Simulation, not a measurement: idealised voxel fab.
Process module under the name voxel self aligned vias
Each square cell in cross-section cut measures 5 nm, and the section as a whole is 295 nm wide.
In what follows, cross-sections appear as grids of square cells, described through bands that run from the top down, where every band is one or more rows of cells.
Top, bottom (nm), then materials left to right with widths (nm); lone material tagged "full width" fills the whole band edge to edge; "blank" = empty space.
Beneath 0, the wafer as received is one material, and that level is where height counting begins. The lowest band goes on downward without a bottom; it is written like "0 nm and below".
Width: "30..40" (first number = top row, second number = bottom row, same change from row to row of cells).
"nothing was modified" (step): cross-section cells unchanged, all of them.
The entry "Trapped void list" lists the empty spaces that cover at least 8 cells and have no open path to the top. Each is written as width x height at distance, where the distance is measured from the left edge and all three values are in nm.
Formally, on a step line, whatever follows the settings is a remark that the simulator itself makes on the step.
You can add "overlay nm" to a step's line. For a step with a mask, it describes how far the mask lay to the right of its planned position, and a negative number describes a lay to the left.

So here's the lineup of process steps we planned:
1 RECEIVE | material Si
2 CONFORMAL_DEP | material SiO2 | thk nm 10
3 CONFORMAL_DEP | material SiCN | thk nm 5
4 DIRECTIONAL_DEP | material SiO2 | thk nm 20
5 MASKED_ETCH | tone open | mask id LINES | width nm 25 | pitch nm 55 | etch materials SiO2 | depth nm 20 | overlay nm 0
6 CONFORMAL_DEP | material TiN | thk nm 5
7 FILL_DEP | material Ru | thk nm 5
8 CMP | height nm 35
9 SELECTIVE_ETCH | etch materials W Ru TiN | depth nm 5
10 FILL_DEP | material SiN | thk nm 10
11 CMP | height nm 35
12 DIRECTIONAL_DEP | material SiO2 | thk nm 15
13 DIRECTIONAL_DEP | material aC | thk nm 15
14 PATTERN | tone open | mask id VIAS | material resist | width nm 35 | pitch nm 55 | thk nm 35 | overlay nm 0
15 DIRECTIONAL_ETCH | etch materials aC | depth nm 15
16 STRIP | etch materials resist
17 DIRECTIONAL_ETCH | etch materials SiO2 | depth nm 15
18 DIRECTIONAL_ETCH | etch materials SiN | depth nm 5
19 STRIP | etch materials aC
20 CONFORMAL_DEP | material TiN | thk nm 5
21 FILL_DEP | material Ru | thk nm 10
22 CMP | height nm 50
23 CONFORMAL_DEP | material SiN | thk nm 5

Of two wafers, the first: run according to plan:

Shown in cross-section is the wafer as received, that is, as it stands after step 1:
  0 nm and below  Si full width
  Trapped void list: none

How the wafer stands in section after step 2:
  10 nm to 0 nm  SiO2 full width
  Heights below 0 show no change.

How the wafer stands in section after step 3:
  15 nm to 10 nm  SiCN full width
  Heights below 10 show no change.

How the wafer stands in section after step 4:
  35 nm to 15 nm  SiO2 full width
  Heights below 15 show no change.

How the wafer stands in section after step 5:
  35 nm to 15 nm  105 of SiO2, 25 of blank, 30 of SiO2, 25 of blank, 110 of SiO2
  Heights below 15 show no change.

How the wafer stands in section after step 6:
  40 nm to 35 nm  110 of TiN, 15 of blank, 40 of TiN, 15 of blank, 115 of TiN
  35 nm to 20 nm  105 of SiO2, 5 of TiN, 15 of blank, 5 of TiN, 30 of SiO2, 5 of TiN, 15 of blank, 5 of TiN, 110 of SiO2
  20 nm to 15 nm  105 of SiO2, 25 of TiN, 30 of SiO2, 25 of TiN, 110 of SiO2
  Heights below 15 show no change.

How the wafer stands in section after step 7:
  45 nm to 40 nm  Ru full width
  40 nm to 35 nm  110 of TiN, 15 of Ru, 40 of TiN, 15 of Ru, 115 of TiN
  35 nm to 20 nm  105 of SiO2, 5 of TiN, 15 of Ru, 5 of TiN, 30 of SiO2, 5 of TiN, 15 of Ru, 5 of TiN, 110 of SiO2
  Heights below 20 show no change.

How the wafer stands in section after step 8:
  35 nm to 20 nm  105 of SiO2, 5 of TiN, 15 of Ru, 5 of TiN, 30 of SiO2, 5 of TiN, 15 of Ru, 5 of TiN, 110 of SiO2
  Heights below 20 show no change.

How the wafer stands in section after step 9:
  35 nm to 30 nm  105 of SiO2, 25 of blank, 30 of SiO2, 25 of blank, 110 of SiO2
  Heights below 30 show no change.

How the wafer stands in section after step 10:
  45 nm to 35 nm  SiN full width
  35 nm to 30 nm  105 of SiO2, 25 of SiN, 30 of SiO2, 25 of SiN, 110 of SiO2
  Heights below 30 show no change.

How the wafer stands in section after step 11:
  35 nm to 30 nm  105 of SiO2, 25 of SiN, 30 of SiO2, 25 of SiN, 110 of SiO2
  Heights below 30 show no change.

How the wafer stands in section after step 12:
  50 nm to 35 nm  SiO2 full width
  Heights below 35 show no change.

How the wafer stands in section after step 13:
  65 nm to 50 nm  aC full width
  Heights below 50 show no change.

How the wafer stands in section after step 14:
  100 nm to 65 nm  100 of resist, 35 of blank, 20 of resist, 35 of blank, 105 of resist
  Heights below 65 show no change.

How the wafer stands in section after step 15:
  85 nm to 65 nm  100 of resist, 35 of blank, 20 of resist, 35 of blank, 105 of resist
  65 nm to 50 nm  100 of aC, 35 of blank, 20 of aC, 35 of blank, 105 of aC
  Heights below 50 show no change.

How the wafer stands in section after step 16:
  65 nm to 50 nm  100 of aC, 35 of blank, 20 of aC, 35 of blank, 105 of aC
  Heights below 50 show no change.

How the wafer stands in section after step 17:
  65 nm to 50 nm  100 of aC, 35 of blank, 20 of aC, 35 of blank, 105 of aC
  50 nm to 35 nm  100 of SiO2, 35 of blank, 20 of SiO2, 35 of blank, 105 of SiO2
  Heights below 35 show no change.

How the wafer stands in section after step 18:
  65 nm to 50 nm  100 of aC, 35 of blank, 20 of aC, 35 of blank, 105 of aC
  50 nm to 35 nm  100 of SiO2, 35 of blank, 20 of SiO2, 35 of blank, 105 of SiO2
  35 nm to 30 nm  105 of SiO2, 25 of blank, 30 of SiO2, 25 of blank, 110 of SiO2
  Heights below 30 show no change.

How the wafer stands in section after step 19:
  50 nm to 35 nm  100 of SiO2, 35 of blank, 20 of SiO2, 35 of blank, 105 of SiO2
  Heights below 35 show no change.

How the wafer stands in section after step 20:
  55 nm to 50 nm  105 of TiN, 25 of blank, 30 of TiN, 25 of blank, 110 of TiN
  50 nm to 40 nm  100 of SiO2, 5 of TiN, 25 of blank, 5 of TiN, 20 of SiO2, 5 of TiN, 25 of blank, 5 of TiN, 105 of SiO2
  40 nm to 35 nm  100 of SiO2, 10 of TiN, 15 of blank, 10 of TiN, 20 of SiO2, 10 of TiN, 15 of blank, 10 of TiN, 105 of SiO2
  35 nm to 30 nm  105 of SiO2, 25 of TiN, 30 of SiO2, 25 of TiN, 110 of SiO2
  Heights below 30 show no change.

How the wafer stands in section after step 21:
  65 nm to 55 nm  Ru full width
  55 nm to 50 nm  105 of TiN, 25 of Ru, 30 of TiN, 25 of Ru, 110 of TiN
  50 nm to 40 nm  100 of SiO2, 5 of TiN, 25 of Ru, 5 of TiN, 20 of SiO2, 5 of TiN, 25 of Ru, 5 of TiN, 105 of SiO2
  40 nm to 35 nm  100 of SiO2, 10 of TiN, 15 of Ru, 10 of TiN, 20 of SiO2, 10 of TiN, 15 of Ru, 10 of TiN, 105 of SiO2
  Heights below 35 show no change.

How the wafer stands in section after step 22:
  50 nm to 40 nm  100 of SiO2, 5 of TiN, 25 of Ru, 5 of TiN, 20 of SiO2, 5 of TiN, 25 of Ru, 5 of TiN, 105 of SiO2
  Heights below 40 show no change.

How the wafer stands in section after step 23:
  55 nm to 50 nm  SiN full width
  Heights below 50 show no change.

Second Wafer (Identical Start and Plan, One Processing Error; Matches First Wafer Through Step 3):

Cross-section: second wafer, time at which step 4 was scheduled to end:
  25 nm to 15 nm  SiO2 full width
  Heights below 15 show no change.

Cross-section: second wafer, time at which step 5 was scheduled to end:
  25 nm to 15 nm  105 of SiO2, 25 of blank, 30 of SiO2, 25 of blank, 110 of SiO2
  Heights below 15 show no change.

Cross-section: second wafer, time at which step 6 was scheduled to end:
  30 nm to 25 nm  110 of TiN, 15 of blank, 40 of TiN, 15 of blank, 115 of TiN
  25 nm to 20 nm  105 of SiO2, 5 of TiN, 15 of blank, 5 of TiN, 30 of SiO2, 5 of TiN, 15 of blank, 5 of TiN, 110 of SiO2
  20 nm to 15 nm  105 of SiO2, 25 of TiN, 30 of SiO2, 25 of TiN, 110 of SiO2
  Heights below 15 show no change.

Cross-section: second wafer, time at which step 7 was scheduled to end:
  35 nm to 30 nm  Ru full width
  30 nm to 25 nm  110 of TiN, 15 of Ru, 40 of TiN, 15 of Ru, 115 of TiN
  25 nm to 20 nm  105 of SiO2, 5 of TiN, 15 of Ru, 5 of TiN, 30 of SiO2, 5 of TiN, 15 of Ru, 5 of TiN, 110 of SiO2
  Heights below 20 show no change.

Cross-section: second wafer, time at which step 8 was scheduled to end: nothing was modified

Cross-section: second wafer, time at which step 9 was scheduled to end:
  30 nm to 25 nm  110 of TiN, 15 of Ru, 40 of TiN, 15 of Ru, 115 of TiN
  Heights below 25 show no change.

Cross-section: second wafer, time at which step 10 was scheduled to end:
  40 nm to 30 nm  SiN full width
  Heights below 30 show no change.

Cross-section: second wafer, time at which step 11 was scheduled to end:
  35 nm to 30 nm  SiN full width
  Heights below 30 show no change.

Cross-section: second wafer, time at which step 12 was scheduled to end:
  50 nm to 35 nm  SiO2 full width
  Heights below 35 show no change.

Cross-section: second wafer, time at which step 13 was scheduled to end:
  65 nm to 50 nm  aC full width
  Heights below 50 show no change.

Cross-section: second wafer, time at which step 14 was scheduled to end:
  100 nm to 65 nm  100 of resist, 35 of blank, 20 of resist, 35 of blank, 105 of resist
  Heights below 65 show no change.

Cross-section: second wafer, time at which step 15 was scheduled to end:
  85 nm to 65 nm  100 of resist, 35 of blank, 20 of resist, 35 of blank, 105 of resist
  65 nm to 50 nm  100 of aC, 35 of blank, 20 of aC, 35 of blank, 105 of aC
  Heights below 50 show no change.

Cross-section: second wafer, time at which step 16 was scheduled to end:
  65 nm to 50 nm  100 of aC, 35 of blank, 20 of aC, 35 of blank, 105 of aC
  Heights below 50 show no change.

Cross-section: second wafer, time at which step 17 was scheduled to end:
  65 nm to 50 nm  100 of aC, 35 of blank, 20 of aC, 35 of blank, 105 of aC
  50 nm to 35 nm  100 of SiO2, 35 of blank, 20 of SiO2, 35 of blank, 105 of SiO2
  Heights below 35 show no change.

Cross-section: second wafer, time at which step 18 was scheduled to end:
  65 nm to 50 nm  100 of aC, 35 of blank, 20 of aC, 35 of blank, 105 of aC
  50 nm to 35 nm  100 of SiO2, 35 of blank, 20 of SiO2, 35 of blank, 105 of SiO2
  35 nm to 30 nm  100 of SiN, 35 of blank, 20 of SiN, 35 of blank, 105 of SiN
  Heights below 30 show no change.

Cross-section: second wafer, time at which step 19 was scheduled to end:
  50 nm to 35 nm  100 of SiO2, 35 of blank, 20 of SiO2, 35 of blank, 105 of SiO2
  Heights below 35 show no change.

Cross-section: second wafer, time at which step 20 was scheduled to end:
  55 nm to 50 nm  105 of TiN, 25 of blank, 30 of TiN, 25 of blank, 110 of TiN
  50 nm to 35 nm  100 of SiO2, 5 of TiN, 25 of blank, 5 of TiN, 20 of SiO2, 5 of TiN, 25 of blank, 5 of TiN, 105 of SiO2
  35 nm to 30 nm  100 of SiN, 35 of TiN, 20 of SiN, 35 of TiN, 105 of SiN
  Heights below 30 show no change.

Cross-section: second wafer, time at which step 21 was scheduled to end:
  65 nm to 55 nm  Ru full width
  55 nm to 50 nm  105 of TiN, 25 of Ru, 30 of TiN, 25 of Ru, 110 of TiN
  50 nm to 35 nm  100 of SiO2, 5 of TiN, 25 of Ru, 5 of TiN, 20 of SiO2, 5 of TiN, 25 of Ru, 5 of TiN, 105 of SiO2
  Heights below 35 show no change.

Cross-section: second wafer, time at which step 22 was scheduled to end:
  50 nm to 35 nm  100 of SiO2, 5 of TiN, 25 of Ru, 5 of TiN, 20 of SiO2, 5 of TiN, 25 of Ru, 5 of TiN, 105 of SiO2
  Heights below 35 show no change.

Cross-section: second wafer, time at which step 23 was scheduled to end:
  55 nm to 50 nm  SiN full width
  Heights below 50 show no change.
The mistake made against the process plan was this: step 4 was run on a setting that differed from the plan, and what really ran there is DIRECTIONAL_DEP | material SiO2 | thk nm 10
Heads up, by the end the second wafer has more or fewer cells of some materials compared to the first: Ru +4 | SiN +45 | SiO2 -98 | TiN +49
